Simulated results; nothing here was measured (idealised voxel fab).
process module | voxel self aligned vias
cross-section cut | 200 nm wide | cells 5 nm
A cross-section is a grid of square cells, given in bands from the top down. A band is one or more rows of cells.
Each band's line starts with the height of the band's top and of its bottom, in nm. Then come its materials from left to right, each with its width in nm. One material with "throughout" fills the band from edge to edge. "air" is empty space.
Height 0 is the level under which the wafer as received is all one material. The lowest band goes on downwards, as in "0 down".
A width such as "30 to 40" changes by the same amount from each row of cells to the next, from the band's top row to its bottom row.
"no change" after a step means that no cell of the cross-section changed.
closed voids: empty space of 8 cells or more with no open way to the top, each as width x height at its distance from the left edge, in nm
after a step's settings: what the simulator itself notes on the step
overlay nm, on a step with a mask: how far to the right of its planned place the mask lay; to the left if negative
plan
1 op RECEIVE | material Si
2 op CONFORMAL_DEP | material SiO2 | thk nm 15
3 op CONFORMAL_DEP | material SiCN | thk nm 5
4 op DIRECTIONAL_DEP | material SiO2 | thk nm 20
5 op DIRECTIONAL_DEP | material aC | thk nm 10
6 op PATTERN | tone open | mask id LINES | material resist | width nm 20 | pitch nm 70 | thk nm 25 | overlay nm 0
7 op DIRECTIONAL_ETCH | etch materials aC | depth nm 10
8 op STRIP | etch materials resist
9 op DIRECTIONAL_ETCH | etch materials SiO2 | depth nm 20
10 op STRIP | etch materials aC
11 op CONFORMAL_DEP | material TiN | thk nm 5
12 op FILL_DEP | material Ru | thk nm 10
13 op CMP | height nm 40
14 op SELECTIVE_ETCH | etch materials W Ru TiN | depth nm 5
15 op FILL_DEP | material SiN | thk nm 10
16 op CMP | height nm 40
17 op DIRECTIONAL_DEP | material SiO2 | thk nm 15
18 op MASKED_ETCH | tone open | mask id VIAS | width nm 40 | etch materials SiO2 | depth nm 15 | overlay nm 0
19 op MASKED_ETCH | tone open | mask id VIAS | width nm 40 | etch materials SiN | depth nm 5 | overlay nm 0
20 op CONFORMAL_DEP | material TiN | thk nm 5
21 op FILL_DEP | material Cu | thk nm 10
22 op CMP | height nm 55
23 op CONFORMAL_DEP | material SiCN | thk nm 5
first wafer, as planned
as received, after step 1
  0 down: Si throughout
  closed voids: none
after step 2
  15 to 0: SiO2 throughout
  below 0: unchanged
after step 3
  20 to 15: SiCN throughout
  below 15: unchanged
after step 4
  40 to 20: SiO2 throughout
  below 20: unchanged
after step 5
  50 to 40: aC throughout
  below 40: unchanged
after step 6
  75 to 50: resist 55 | air 20 | resist 50 | air 20 | resist 55
  below 50: unchanged
after step 7
  65 to 50: resist 55 | air 20 | resist 50 | air 20 | resist 55
  50 to 40: aC 55 | air 20 | aC 50 | air 20 | aC 55
  below 40: unchanged
after step 8
  50 to 40: aC 55 | air 20 | aC 50 | air 20 | aC 55
  below 40: unchanged
after step 9
  50 to 40: aC 55 | air 20 | aC 50 | air 20 | aC 55
  40 to 20: SiO2 55 | air 20 | SiO2 50 | air 20 | SiO2 55
  below 20: unchanged
after step 10
  40 to 20: SiO2 55 | air 20 | SiO2 50 | air 20 | SiO2 55
  below 20: unchanged
after step 11
  45 to 40: TiN 60 | air 10 | TiN 60 | air 10 | TiN 60
  40 to 25: SiO2 55 | TiN 5 | air 10 | TiN 5 | SiO2 50 | TiN 5 | air 10 | TiN 5 | SiO2 55
  25 to 20: SiO2 55 | TiN 20 | SiO2 50 | TiN 20 | SiO2 55
  below 20: unchanged
after step 12
  55 to 45: Ru throughout
  45 to 40: TiN 60 | Ru 10 | TiN 60 | Ru 10 | TiN 60
  40 to 25: SiO2 55 | TiN 5 | Ru 10 | TiN 5 | SiO2 50 | TiN 5 | Ru 10 | TiN 5 | SiO2 55
  below 25: unchanged
after step 13
  40 to 25: SiO2 55 | TiN 5 | Ru 10 | TiN 5 | SiO2 50 | TiN 5 | Ru 10 | TiN 5 | SiO2 55
  below 25: unchanged
after step 14
  40 to 35: SiO2 55 | air 20 | SiO2 50 | air 20 | SiO2 55
  below 35: unchanged
after step 15
  50 to 40: SiN throughout
  40 to 35: SiO2 55 | SiN 20 | SiO2 50 | SiN 20 | SiO2 55
  below 35: unchanged
after step 16
  40 to 35: SiO2 55 | SiN 20 | SiO2 50 | SiN 20 | SiO2 55
  below 35: unchanged
after step 17
  55 to 40: SiO2 throughout
  below 40: unchanged
after step 18
  55 to 40: SiO2 45 | air 40 | SiO2 115
  below 40: unchanged
after step 19
  55 to 40: SiO2 45 | air 40 | SiO2 115
  40 to 35: SiO2 55 | air 20 | SiO2 50 | SiN 20 | SiO2 55
  below 35: unchanged
after step 20
  60 to 55: TiN 50 | air 30 | TiN 120
  55 to 45: SiO2 45 | TiN 5 | air 30 | TiN 5 | SiO2 115
  45 to 40: SiO2 45 | TiN 15 | air 10 | TiN 15 | SiO2 115
  40 to 35: SiO2 55 | TiN 20 | SiO2 50 | SiN 20 | SiO2 55
  below 35: unchanged
after step 21
  70 to 60: Cu throughout
  60 to 55: TiN 50 | Cu 30 | TiN 120
  55 to 45: SiO2 45 | TiN 5 | Cu 30 | TiN 5 | SiO2 115
  45 to 40: SiO2 45 | TiN 15 | Cu 10 | TiN 15 | SiO2 115
  below 40: unchanged
after step 22
  55 to 45: SiO2 45 | TiN 5 | Cu 30 | TiN 5 | SiO2 115
  below 45: unchanged
after step 23
  60 to 55: SiCN throughout
  below 55: unchanged
second wafer: like start, like plan, one mistake. Through step 16 it matches the first wafer
when step 17 should have ended
  40 to 35: SiO2 45 | air 10 | SiN 20 | air 10 | SiO2 40 | SiN 20 | SiO2 55
  35 to 25: SiO2 45 | air 10 | TiN 5 | Ru 10 | TiN 5 | air 10 | SiO2 40 | TiN 5 | Ru 10 | TiN 5 | SiO2 55
  below 25: unchanged
when step 18 should have ended
  55 to 40: SiO2 45 | air 10 | SiO2 20 | air 10 | SiO2 115
  40 to 35: SiO2 55 | SiN 20 | SiO2 50 | SiN 20 | SiO2 55
  35 to 25: SiO2 55 | TiN 5 | Ru 10 | TiN 5 | SiO2 50 | TiN 5 | Ru 10 | TiN 5 | SiO2 55
  below 25: unchanged
when step 19 should have ended: no change
when step 20 should have ended
  60 to 55: TiN throughout
  55 to 40: SiO2 45 | TiN 10 | SiO2 20 | TiN 10 | SiO2 115
  below 40: unchanged
when step 21 should have ended
  70 to 60: Cu throughout
  below 60: unchanged
when step 22 should have ended
  55 to 40: SiO2 45 | TiN 10 | SiO2 20 | TiN 10 | SiO2 115
  below 40: unchanged
when step 23 should have ended
  60 to 55: SiCN throughout
  below 55: unchanged
what went wrong: steps 17 and 18 were swapped
at the end the second wafer has, in cells: 14 fewer of Cu | 4 more of SiN | 12 more of SiO2 | 2 fewer of TiN
